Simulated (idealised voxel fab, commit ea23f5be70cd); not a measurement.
Documented hereafter: the process module known as voxel double patterning.
We display cut, a cross-section 295 nm in width whose square cells are each 5 nm.
A cross-section in this document is a grid of square cells, and it is written down as bands, the top band listed before the ones below it; a band is made up of one or more rows of cells.
Basically the band line says how high the top is and how high the bottom is, in nm, and then what's in it from left to right, every material with its width in nm. Empty space shows up as "blank", and if a single material carries "edge to edge" it runs the full band edge to edge.
All heights in this document are referenced to 0, defined as the level beneath which the wafer, as received, consists entirely of one material. The lowest band is not bounded below; it extends indefinitely downward and is written in the form "0 -> down".
You'd read "30..40" like this: the band's top row of cells is as wide as the first number, its bottom row is as wide as the second, and going down, every row changes width by the same amount as the row before did.
No cell of the cross-section changed in a step that is given as "remained unchanged".
Basically, "Sealed void list" tells you about the enclosed voids: empty spaces with no open way to the top, 8 cells or bigger, each written width x height at distance, where distance is from the left edge, all in nm.
On a step's line, text after the settings is the simulator commenting on that step.
overlay nm: mask offset rightward from planned place, masked step; negative means leftward offset.
So the way this works: pairs, before and after one process step. The after picture only goes down to the lowest band that actually changed, nothing below. Step and its settings are under each pair. And watch out, pairs might come from different runs of this module, same starting wafer though, so a pair only follows on from the one above if its "Before the process" entry tells you so.
Before the process
  0 -> down: Si edge to edge
  Sealed void list: none
Step Outcome
  5 -> 0: SiO2 edge to edge
  Under the height 0 nothing was changed.
  Sealed void list: none
Process step separating the two views above: CONFORMAL_DEP [material SiO2] [thk nm 5]
Before the process: The prior state of this step coincides with the post-step cross-section of the pair just above.
Step Outcome
  15 -> 5: W edge to edge
  Under the height 5 nothing was changed.
  Sealed void list: none
Process step separating the two views above: DIRECTIONAL_DEP [material W] [thk nm 10]
Before the process: The prior state of this step coincides with the post-step cross-section of the pair just above.
Step Outcome
  25 -> 15: SiCN edge to edge
  Under the height 15 nothing was changed.
  Sealed void list: none
Process step separating the two views above: DIRECTIONAL_DEP [material SiCN] [thk nm 10]
Before the process: The prior state of this step coincides with the post-step cross-section of the pair just above.
Step Outcome
  40 -> 25: aC edge to edge
  Under the height 25 nothing was changed.
  Sealed void list: none
Process step separating the two views above: DIRECTIONAL_DEP [material aC] [thk nm 15]
Before the process: The prior state of this step coincides with the post-step cross-section of the pair just above.
Step Outcome
  75 -> 40: resist 115 / blank 15 / resist 35 / blank 15 / resist 115
  Under the height 40 nothing was changed.
  Sealed void list: none
Process step separating the two views above: PATTERN [tone open] [mask id FIRST] [material resist] [width nm 15] [pitch nm 50] [thk nm 35] [overlay nm 0]
Before the process: The prior state of this step coincides with the post-step cross-section of the pair just above.
Step Outcome
  60 -> 40: resist 115 / blank 15 / resist 35 / blank 15 / resist 115
  40 -> 25: aC 115 / blank 15 / aC 35 / blank 15 / aC 115
  Under the height 25 nothing was changed.
  Sealed void list: none
Process step separating the two views above: DIRECTIONAL_ETCH [etch materials aC] [depth nm 15]
Before the process: The prior state of this step coincides with the post-step cross-section of the pair just above.
Step Outcome
  40 -> 25: aC 115 / blank 15 / aC 35 / blank 15 / aC 115
  Under the height 25 nothing was changed.
  Sealed void list: none
Process step separating the two views above: STRIP [etch materials resist]
Before the process: The prior state of this step coincides with the post-step cross-section of the pair just above.
Step Outcome
  40 -> 25: aC 115 / blank 15 / aC 35 / blank 15 / aC 115
  25 -> 15: SiCN 115 / blank 15 / SiCN 35 / blank 15 / SiCN 115
  Under the height 15 nothing was changed.
  Sealed void list: none
Process step separating the two views above: DIRECTIONAL_ETCH [etch materials SiCN] [depth nm 10]
Before the process: The prior state of this step coincides with the post-step cross-section of the pair just above.
Step Outcome
  25 -> 15: SiCN 115 / blank 15 / SiCN 35 / blank 15 / SiCN 115
  Under the height 15 nothing was changed.
  Sealed void list: none
Process step separating the two views above: STRIP [etch materials aC]
Before the process: The prior state of this step coincides with the post-step cross-section of the pair just above.
Step Outcome
  25 -> 15: SiCN 115 / blank 15 / SiCN 10 / blank 15 / SiCN 10 / blank 15 / SiCN 115
  Under the height 15 nothing was changed.
  Sealed void list: none
Process step separating the two views above: MASKED_ETCH [tone open] [mask id SECOND] [width nm 15] [etch materials SiCN] [depth nm 10] [overlay nm 0]
Before the process: The prior state of this step coincides with the post-step cross-section of the pair just above.
Step Outcome
  25 -> 15: SiCN 115 / blank 15 / SiCN 10 / blank 15 / SiCN 10 / blank 15 / SiCN 115
  15 -> 5: W 115 / blank 15 / W 10 / blank 15 / W 10 / blank 15 / W 115
  Under the height 5 nothing was changed.
  Sealed void list: none
Process step separating the two views above: DIRECTIONAL_ETCH [etch materials W] [depth nm 10]
Before the process: The prior state of this step coincides with the post-step cross-section of the pair just above.
Step Outcome
  15 -> 5: W 115 / blank 15 / W 10 / blank 15 / W 10 / blank 15 / W 115
  Under the height 5 nothing was changed.
  Sealed void list: none
Process step separating the two views above: STRIP [etch materials SiCN]
Before the process
  0 -> down: Si edge to edge
  Sealed void list: none
Step Outcome
  10 -> 0: W edge to edge
  Under the height 0 nothing was changed.
  Sealed void list: none
Process step separating the two views above: DIRECTIONAL_DEP [material W] [thk nm 10]
Before the process: The prior state of this step coincides with the post-step cross-section of the pair just above.
Step Outcome
  20 -> 10: SiCN edge to edge
  Under the height 10 nothing was changed.
  Sealed void list: none
Process step separating the two views above: DIRECTIONAL_DEP [material SiCN] [thk nm 10]
Before the process: The prior state of this step coincides with the post-step cross-section of the pair just above.
Step Outcome
  35 -> 20: aC edge to edge
  Under the height 20 nothing was changed.
  Sealed void list: none
Process step separating the two views above: DIRECTIONAL_DEP [material aC] [thk nm 15]
Before the process: The prior state of this step coincides with the post-step cross-section of the pair just above.
Step Outcome
  70 -> 35: resist 115 / blank 15 / resist 35 / blank 15 / resist 115
  Under the height 35 nothing was changed.
  Sealed void list: none
Process step separating the two views above: PATTERN [tone open] [mask id FIRST] [material resist] [width nm 15] [pitch nm 50] [thk nm 35] [overlay nm 0]
Before the process: The prior state of this step coincides with the post-step cross-section of the pair just above.
Step Outcome
  55 -> 35: resist 115 / blank 15 / resist 35 / blank 15 / resist 115
  35 -> 20: aC 115 / blank 15 / aC 35 / blank 15 / aC 115
  Under the height 20 nothing was changed.
  Sealed void list: none
Process step separating the two views above: DIRECTIONAL_ETCH [etch materials aC] [depth nm 15]
Before the process: The prior state of this step coincides with the post-step cross-section of the pair just above.
Step Outcome
  35 -> 20: aC 115 / blank 15 / aC 35 / blank 15 / aC 115
  Under the height 20 nothing was changed.
  Sealed void list: none
Process step separating the two views above: STRIP [etch materials resist]
Before the process: The prior state of this step coincides with the post-step cross-section of the pair just above.
Step Outcome
  35 -> 20: aC 115 / blank 15 / aC 35 / blank 15 / aC 115
  20 -> 10: SiCN 115 / blank 15 / SiCN 35 / blank 15 / SiCN 115
  Under the height 10 nothing was changed.
  Sealed void list: none
Process step separating the two views above: DIRECTIONAL_ETCH [etch materials SiCN] [depth nm 10]
Before the process: The prior state of this step coincides with the post-step cross-section of the pair just above.
Step Outcome
  20 -> 10: SiCN 115 / blank 15 / SiCN 35 / blank 15 / SiCN 115
  Under the height 10 nothing was changed.
  Sealed void list: none
Process step separating the two views above: STRIP [etch materials aC]
Before the process: The prior state of this step coincides with the post-step cross-section of the pair just above.
Step Outcome
  20 -> 10: SiCN 115 / blank 15 / SiCN 10 / blank 15 / SiCN 10 / blank 15 / SiCN 115
  Under the height 10 nothing was changed.
  Sealed void list: none
Process step separating the two views above: MASKED_ETCH [tone open] [mask id SECOND] [width nm 15] [etch materials SiCN] [depth nm 10] [overlay nm 0]
Before the process: The prior state of this step coincides with the post-step cross-section of the pair just above.
Step Outcome
  20 -> 10: SiCN 115 / blank 15 / SiCN 10 / blank 15 / SiCN 10 / blank 15 / SiCN 115
  10 -> 0: W 115 / blank 15 / W 10 / blank 15 / W 10 / blank 15 / W 115
  Under the height 0 nothing was changed.
  Sealed void list: none
Process step separating the two views above: DIRECTIONAL_ETCH [etch materials W] [depth nm 10]
Before the process: The prior state of this step coincides with the post-step cross-section of the pair just above.
Step Outcome
  10 -> 0: W 115 / blank 15 / W 10 / blank 15 / W 10 / blank 15 / W 115
  Under the height 0 nothing was changed.
  Sealed void list: none
Process step separating the two views above: STRIP [etch materials SiCN]
Before the process
  60 -> 40: resist 115 / blank 15 / resist 35 / blank 15 / resist 115
  40 -> 25: aC 115 / blank 15 / aC 35 / blank 15 / aC 115
  25 -> 15: SiCN edge to edge
  15 -> 5: W edge to edge
  5 -> 0: SiO2 edge to edge
  0 -> down: Si edge to edge
  Sealed void list: none
Step Outcome
  45 -> 40: resist 115 / blank 15 / resist 35 / blank 15 / resist 115
  Under the height 40 nothing was changed.
  Sealed void list: none
Process step separating the two views above: DIRECTIONAL_ETCH [etch materials aC] [depth nm 15]
Before the process: The prior state of this step coincides with the post-step cross-section of the pair just above.
Step Outcome
  40 -> 25: aC 115 / blank 15 / aC 35 / blank 15 / aC 115
  Under the height 25 nothing was changed.
  Sealed void list: none
Process step separating the two views above: STRIP [etch materials resist]
Before the process
  10 -> 0: W edge to edge
  0 -> down: Si edge to edge
  Sealed void list: none
Step Outcome
  15 -> 10: SiO2 edge to edge
  Under the height 10 nothing was changed.
  Sealed void list: none
Process step separating the two views above: CONFORMAL_DEP [material SiO2] [thk nm 5]
Before the process: The prior state of this step coincides with the post-step cross-section of the pair just above.
Step Outcome
  25 -> 15: SiCN edge to edge
  Under the height 15 nothing was changed.
  Sealed void list: none
Process step separating the two views above: DIRECTIONAL_DEP [material SiCN] [thk nm 10]
Before the process: The prior state of this step coincides with the post-step cross-section of the pair just above.
Step Outcome
  40 -> 25: aC edge to edge
  Under the height 25 nothing was changed.
  Sealed void list: none
Process step separating the two views above: DIRECTIONAL_DEP [material aC] [thk nm 15]
Before the process: The prior state of this step coincides with the post-step cross-section of the pair just above.
Step Outcome
  75 -> 40: resist 115 / blank 15 / resist 35 / blank 15 / resist 115
  Under the height 40 nothing was changed.
  Sealed void list: none
Process step separating the two views above: PATTERN [tone open] [mask id FIRST] [material resist] [width nm 15] [pitch nm 50] [thk nm 35] [overlay nm 0]
Before the process: The prior state of this step coincides with the post-step cross-section of the pair just above.
Step Outcome
  60 -> 40: resist 115 / blank 15 / resist 35 / blank 15 / resist 115
  40 -> 25: aC 115 / blank 15 / aC 35 / blank 15 / aC 115
  Under the height 25 nothing was changed.
  Sealed void list: none
Process step separating the two views above: DIRECTIONAL_ETCH [etch materials aC] [depth nm 15]
Before the process: The prior state of this step coincides with the post-step cross-section of the pair just above.
Step Outcome
  40 -> 25: aC 115 / blank 15 / aC 35 / blank 15 / aC 115
  Under the height 25 nothing was changed.
  Sealed void list: none
Process step separating the two views above: STRIP [etch materials resist]
Before the process: The prior state of this step coincides with the post-step cross-section of the pair just above.
Step Outcome
  40 -> 25: aC 115 / blank 15 / aC 35 / blank 15 / aC 115
  25 -> 15: SiCN 115 / blank 15 / SiCN 35 / blank 15 / SiCN 115
  Under the height 15 nothing was changed.
  Sealed void list: none
Process step separating the two views above: DIRECTIONAL_ETCH [etch materials SiCN] [depth nm 10]
Before the process: The prior state of this step coincides with the post-step cross-section of the pair just above.
Step Outcome
  25 -> 15: SiCN 115 / blank 15 / SiCN 35 / blank 15 / SiCN 115
  Under the height 15 nothing was changed.
  Sealed void list: none
Process step separating the two views above: STRIP [etch materials aC]
Before the process: The prior state of this step coincides with the post-step cross-section of the pair just above.
Step Outcome
  25 -> 15: SiCN 115 / blank 15 / SiCN 10 / blank 15 / SiCN 10 / blank 15 / SiCN 115
  Under the height 15 nothing was changed.
  Sealed void list: none
Process step separating the two views above: MASKED_ETCH [tone open] [mask id SECOND] [width nm 15] [etch materials SiCN] [depth nm 10] [overlay nm 0]
Before the process: The prior state of this step coincides with the post-step cross-section of the pair just above.
Step Outcome
  15 -> 10: SiO2 edge to edge
  Under the height 10 nothing was changed.
  Sealed void list: none
Process step separating the two views above: STRIP [etch materials SiCN]
Before the process
  0 -> down: Si edge to edge
  Sealed void list: none
Step Outcome
  15 -> 0: SiO2 edge to edge
  Under the height 0 nothing was changed.
  Sealed void list: none
Process step separating the two views above: CONFORMAL_DEP [material SiO2] [thk nm 15]
Before the process: The prior state of this step coincides with the post-step cross-section of the pair just above.
Step Outcome
  25 -> 15: W edge to edge
  Under the height 15 nothing was changed.
  Sealed void list: none
Process step separating the two views above: DIRECTIONAL_DEP [material W] [thk nm 10]
Before the process: The prior state of this step coincides with the post-step cross-section of the pair just above.
Step Outcome
  35 -> 25: SiCN edge to edge
  Under the height 25 nothing was changed.
  Sealed void list: none
Process step separating the two views above: DIRECTIONAL_DEP [material SiCN] [thk nm 10]
Before the process: The prior state of this step coincides with the post-step cross-section of the pair just above.
Step Outcome
  50 -> 35: aC edge to edge
  Under the height 35 nothing was changed.
  Sealed void list: none
Process step separating the two views above: DIRECTIONAL_DEP [material aC] [thk nm 15]
Before the process: The prior state of this step coincides with the post-step cross-section of the pair just above.
Step Outcome
  85 -> 50: resist 115 / blank 15 / resist 35 / blank 15 / resist 115
  Under the height 50 nothing was changed.
  Sealed void list: none
Process step separating the two views above: PATTERN [tone open] [mask id FIRST] [material resist] [width nm 15] [pitch nm 50] [thk nm 35] [overlay nm 0]
Before the process: The prior state of this step coincides with the post-step cross-section of the pair just above.
Step Outcome
  70 -> 50: resist 115 / blank 15 / resist 35 / blank 15 / resist 115
  50 -> 35: aC 115 / blank 15 / aC 35 / blank 15 / aC 115
  Under the height 35 nothing was changed.
  Sealed void list: none
Process step separating the two views above: DIRECTIONAL_ETCH [etch materials aC] [depth nm 15]
Before the process: The prior state of this step coincides with the post-step cross-section of the pair just above.
Step Outcome
  50 -> 35: aC 115 / blank 15 / aC 35 / blank 15 / aC 115
  Under the height 35 nothing was changed.
  Sealed void list: none
Process step separating the two views above: STRIP [etch materials resist]
Before the process: The prior state of this step coincides with the post-step cross-section of the pair just above.
Step Outcome
  50 -> 35: aC 115 / blank 15 / aC 35 / blank 15 / aC 115
  35 -> 25: SiCN 115 / blank 15 / SiCN 35 / blank 15 / SiCN 115
  Under the height 25 nothing was changed.
  Sealed void list: none
Process step separating the two views above: DIRECTIONAL_ETCH [etch materials SiCN] [depth nm 10]
Before the process: The prior state of this step coincides with the post-step cross-section of the pair just above.
Step Outcome
  35 -> 25: SiCN 115 / blank 15 / SiCN 35 / blank 15 / SiCN 115
  Under the height 25 nothing was changed.
  Sealed void list: none
Process step separating the two views above: STRIP [etch materials aC]
Before the process: The prior state of this step coincides with the post-step cross-section of the pair just above.
Step Outcome
  35 -> 25: SiCN 115 / blank 15 / SiCN 10 / blank 15 / SiCN 10 / blank 15 / SiCN 115
  Under the height 25 nothing was changed.
  Sealed void list: none
Process step separating the two views above: MASKED_ETCH [tone open] [mask id SECOND] [width nm 15] [etch materials SiCN] [depth nm 10] [overlay nm 0]
Before the process: The prior state of this step coincides with the post-step cross-section of the pair just above.
Step Outcome
  35 -> 25: SiCN 115 / blank 15 / SiCN 10 / blank 15 / SiCN 10 / blank 15 / SiCN 115
  25 -> 15: W 115 / blank 15 / W 10 / blank 15 / W 10 / blank 15 / W 115
  Under the height 15 nothing was changed.
  Sealed void list: none
Process step separating the two views above: DIRECTIONAL_ETCH [etch materials W] [depth nm 10]
Before the process: The prior state of this step coincides with the post-step cross-section of the pair just above.
Step Outcome
  25 -> 15: W 115 / blank 15 / W 10 / blank 15 / W 10 / blank 15 / W 115
  Under the height 15 nothing was changed.
  Sealed void list: none
Process step separating the two views above: STRIP [etch materials SiCN]
Before the process
  25 -> 15: SiCN 115 / blank 15 / SiCN 35 / blank 15 / SiCN 115
  15 -> 5: W edge to edge
  5 -> 0: SiO2 edge to edge
  0 -> down: Si edge to edge
  Sealed void list: none
Step Outcome
  25 -> 15: SiCN 115 / blank 15 / SiCN 5 / blank 25 / SiCN 5 / blank 15 / SiCN 115
  Under the height 15 nothing was changed.
  Sealed void list: none
Process step separating the two views above: MASKED_ETCH [tone open] [mask id SECOND] [width nm 25] [etch materials SiCN] [depth nm 10] [overlay nm 0]
Before the process: The prior state of this step coincides with the post-step cross-section of the pair just above.
Step Outcome
  25 -> 15: SiCN 115 / blank 15 / SiCN 5 / blank 25 / SiCN 5 / blank 15 / SiCN 115
  15 -> 5: W 115 / blank 15 / W 5 / blank 25 / W 5 / blank 15 / W 115
  Under the height 5 nothing was changed.
  Sealed void list: none
Process step separating the two views above: DIRECTIONAL_ETCH [etch materials W] [depth nm 10]
Before the process: The prior state of this step coincides with the post-step cross-section of the pair just above.
Step Outcome
  15 -> 5: W 115 / blank 15 / W 5 / blank 25 / W 5 / blank 15 / W 115
  Under the height 5 nothing was changed.
  Sealed void list: none
Process step separating the two views above: STRIP [etch materials SiCN]
Before the process
  40 -> 25: aC edge to edge
  25 -> 15: SiCN edge to edge
  15 -> 5: W edge to edge
  5 -> 0: SiO2 edge to edge
  0 -> down: Si edge to edge
  Sealed void list: none
Step Outcome
  75 -> 40: resist 125 / blank 15 / resist 35 / blank 15 / resist 105
  Under the height 40 nothing was changed.
  Sealed void list: none
Process step separating the two views above: PATTERN [tone open] [mask id FIRST] [material resist] [width nm 15] [pitch nm 50] [thk nm 35] [overlay nm 10]
Before the process: The prior state of this step coincides with the post-step cross-section of the pair just above.
Step Outcome
  60 -> 40: resist 125 / blank 15 / resist 35 / blank 15 / resist 105
  40 -> 25: aC 125 / blank 15 / aC 35 / blank 15 / aC 105
  Under the height 25 nothing was changed.
  Sealed void list: none
Process step separating the two views above: DIRECTIONAL_ETCH [etch materials aC] [depth nm 15]
Before the process: The prior state of this step coincides with the post-step cross-section of the pair just above.
Step Outcome
  40 -> 25: aC 125 / blank 15 / aC 35 / blank 15 / aC 105
  Under the height 25 nothing was changed.
  Sealed void list: none
Process step separating the two views above: STRIP [etch materials resist]
Before the process: The prior state of this step coincides with the post-step cross-section of the pair just above.
Step Outcome
  40 -> 25: aC 125 / blank 15 / aC 35 / blank 15 / aC 105
  25 -> 15: SiCN 125 / blank 15 / SiCN 35 / blank 15 / SiCN 105
  Under the height 15 nothing was changed.
  Sealed void list: none
Process step separating the two views above: DIRECTIONAL_ETCH [etch materials SiCN] [depth nm 10]
Before the process: The prior state of this step coincides with the post-step cross-section of the pair just above.
Step Outcome
  25 -> 15: SiCN 125 / blank 15 / SiCN 35 / blank 15 / SiCN 105
  Under the height 15 nothing was changed.
  Sealed void list: none
Process step separating the two views above: STRIP [etch materials aC]
Before the process: The prior state of this step coincides with the post-step cross-section of the pair just above.
Step Outcome
  25 -> 15: SiCN 125 / blank 30 / SiCN 20 / blank 15 / SiCN 105
  Under the height 15 nothing was changed.
  Sealed void list: none
Process step separating the two views above: MASKED_ETCH [tone open] [mask id SECOND] [width nm 15] [etch materials SiCN] [depth nm 10] [overlay nm 0]
Before the process: The prior state of this step coincides with the post-step cross-section of the pair just above.
Step Outcome
  25 -> 15: SiCN 125 / blank 30 / SiCN 20 / blank 15 / SiCN 105
  15 -> 5: W 125 / blank 30 / W 20 / blank 15 / W 105
  Under the height 5 nothing was changed.
  Sealed void list: none
Process step separating the two views above: DIRECTIONAL_ETCH [etch materials W] [depth nm 10]
Before the process: The prior state of this step coincides with the post-step cross-section of the pair just above.
Step Outcome
  15 -> 5: W 125 / blank 30 / W 20 / blank 15 / W 105
  Under the height 5 nothing was changed.
  Sealed void list: none
Process step separating the two views above: STRIP [etch materials SiCN]
Before the process
  0 -> down: Si edge to edge
  Sealed void list: none
Step Outcome
  5 -> 0: aC edge to edge
  Under the height 0 nothing was changed.
  Sealed void list: none
Process step separating the two views above: CONFORMAL_DEP [material aC] [thk nm 5]
Before the process: The prior state of this step coincides with the post-step cross-section of the pair just above.
Step Outcome
  15 -> 5: W edge to edge
  Under the height 5 nothing was changed.
  Sealed void list: none
Process step separating the two views above: DIRECTIONAL_DEP [material W] [thk nm 10]
Before the process: The prior state of this step coincides with the post-step cross-section of the pair just above.
Step Outcome
  25 -> 15: SiCN edge to edge
  Under the height 15 nothing was changed.
  Sealed void list: none
Process step separating the two views above: DIRECTIONAL_DEP [material SiCN] [thk nm 10]
Before the process: The prior state of this step coincides with the post-step cross-section of the pair just above.
Step Outcome
  40 -> 25: aC edge to edge
  Under the height 25 nothing was changed.
  Sealed void list: none
Process step separating the two views above: DIRECTIONAL_DEP [material aC] [thk nm 15]
Before the process: The prior state of this step coincides with the post-step cross-section of the pair just above.
Step Outcome
  75 -> 40: resist 115 / blank 15 / resist 35 / blank 15 / resist 115
  Under the height 40 nothing was changed.
  Sealed void list: none
Process step separating the two views above: PATTERN [tone open] [mask id FIRST] [material resist] [width nm 15] [pitch nm 50] [thk nm 35] [overlay nm 0]
Before the process: The prior state of this step coincides with the post-step cross-section of the pair just above.
Step Outcome
  60 -> 40: resist 115 / blank 15 / resist 35 / blank 15 / resist 115
  40 -> 25: aC 115 / blank 15 / aC 35 / blank 15 / aC 115
  Under the height 25 nothing was changed.
  Sealed void list: none
Process step separating the two views above: DIRECTIONAL_ETCH [etch materials aC] [depth nm 15]
Before the process: The prior state of this step coincides with the post-step cross-section of the pair just above.
Step Outcome
  40 -> 25: aC 115 / blank 15 / aC 35 / blank 15 / aC 115
  Under the height 25 nothing was changed.
  Sealed void list: none
Process step separating the two views above: STRIP [etch materials resist]
Before the process: The prior state of this step coincides with the post-step cross-section of the pair just above.
Step Outcome
  40 -> 25: aC 115 / blank 15 / aC 35 / blank 15 / aC 115
  25 -> 15: SiCN 115 / blank 15 / SiCN 35 / blank 15 / SiCN 115
  Under the height 15 nothing was changed.
  Sealed void list: none
Process step separating the two views above: DIRECTIONAL_ETCH [etch materials SiCN] [depth nm 10]
Before the process: The prior state of this step coincides with the post-step cross-section of the pair just above.
Step Outcome
  25 -> 15: SiCN 115 / blank 15 / SiCN 35 / blank 15 / SiCN 115
  Under the height 15 nothing was changed.
  Sealed void list: none
Process step separating the two views above: STRIP [etch materials aC]
Before the process: The prior state of this step coincides with the post-step cross-section of the pair just above.
Step Outcome
  25 -> 15: SiCN 115 / blank 15 / SiCN 10 / blank 15 / SiCN 10 / blank 15 / SiCN 115
  Under the height 15 nothing was changed.
  Sealed void list: none
Process step separating the two views above: MASKED_ETCH [tone open] [mask id SECOND] [width nm 15] [etch materials SiCN] [depth nm 10] [overlay nm 0]
Before the process: The prior state of this step coincides with the post-step cross-section of the pair just above.
Step Outcome
  25 -> 15: SiCN 115 / blank 15 / SiCN 10 / blank 15 / SiCN 10 / blank 15 / SiCN 115
  15 -> 5: W 115 / blank 15 / W 10 / blank 15 / W 10 / blank 15 / W 115
  Under the height 5 nothing was changed.
  Sealed void list: none
Process step separating the two views above: DIRECTIONAL_ETCH [etch materials W] [depth nm 10]
Before the process: The prior state of this step coincides with the post-step cross-section of the pair just above.
Step Outcome
  15 -> 5: W 115 / blank 15 / W 10 / blank 15 / W 10 / blank 15 / W 115
  Under the height 5 nothing was changed.
  Sealed void list: none
Process step separating the two views above: STRIP [etch materials SiCN]
Before the process
  40 -> 25: aC edge to edge
  25 -> 15: SiCN edge to edge
  15 -> 5: W edge to edge
  5 -> 0: SiO2 edge to edge
  0 -> down: Si edge to edge
  Sealed void list: none
Step Outcome
  75 -> 40: blank 115 / resist 15 / blank 35 / resist 15 / blank 115
  Under the height 40 nothing was changed.
  Sealed void list: none
Process step separating the two views above: PATTERN [tone cover] [mask id FIRST] [material resist] [width nm 15] [pitch nm 50] [thk nm 35] [overlay nm 0]
Before the process: The prior state of this step coincides with the post-step cross-section of the pair just above.
Step Outcome
  60 -> 40: blank 115 / resist 15 / blank 35 / resist 15 / blank 115
  40 -> 25: blank 115 / aC 15 / blank 35 / aC 15 / blank 115
  Under the height 25 nothing was changed.
  Sealed void list: none
Process step separating the two views above: DIRECTIONAL_ETCH [etch materials aC] [depth nm 15]
Before the process: The prior state of this step coincides with the post-step cross-section of the pair just above.
Step Outcome
  40 -> 25: blank 115 / aC 15 / blank 35 / aC 15 / blank 115
  Under the height 25 nothing was changed.
  Sealed void list: none
Process step separating the two views above: STRIP [etch materials resist]
Before the process: The prior state of this step coincides with the post-step cross-section of the pair just above.
Step Outcome
  40 -> 25: blank 115 / aC 15 / blank 35 / aC 15 / blank 115
  25 -> 15: blank 115 / SiCN 15 / blank 35 / SiCN 15 / blank 115
  Under the height 15 nothing was changed.
  Sealed void list: none
Process step separating the two views above: DIRECTIONAL_ETCH [etch materials SiCN] [depth nm 10]
Before the process: The prior state of this step coincides with the post-step cross-section of the pair just above.
Step Outcome
  25 -> 15: blank 115 / SiCN 15 / blank 35 / SiCN 15 / blank 115
  Under the height 15 nothing was changed.
  Sealed void list: none
Process step separating the two views above: STRIP [etch materials aC]
Before the process: The prior state of this step coincides with the post-step cross-section of the pair just above.
Step Outcome
  25 -> 15: blank 115 / SiCN 15 / blank 35 / SiCN 15 / blank 115
  15 -> 5: blank 115 / W 15 / blank 35 / W 15 / blank 115
  Under the height 5 nothing was changed.
  Sealed void list: none
Process step separating the two views above: DIRECTIONAL_ETCH [etch materials W] [depth nm 10]
Before the process: The prior state of this step coincides with the post-step cross-section of the pair just above.
Step Outcome
  15 -> 5: blank 115 / W 15 / blank 35 / W 15 / blank 115
  Under the height 5 nothing was changed.
  Sealed void list: none
Process step separating the two views above: STRIP [etch materials SiCN]
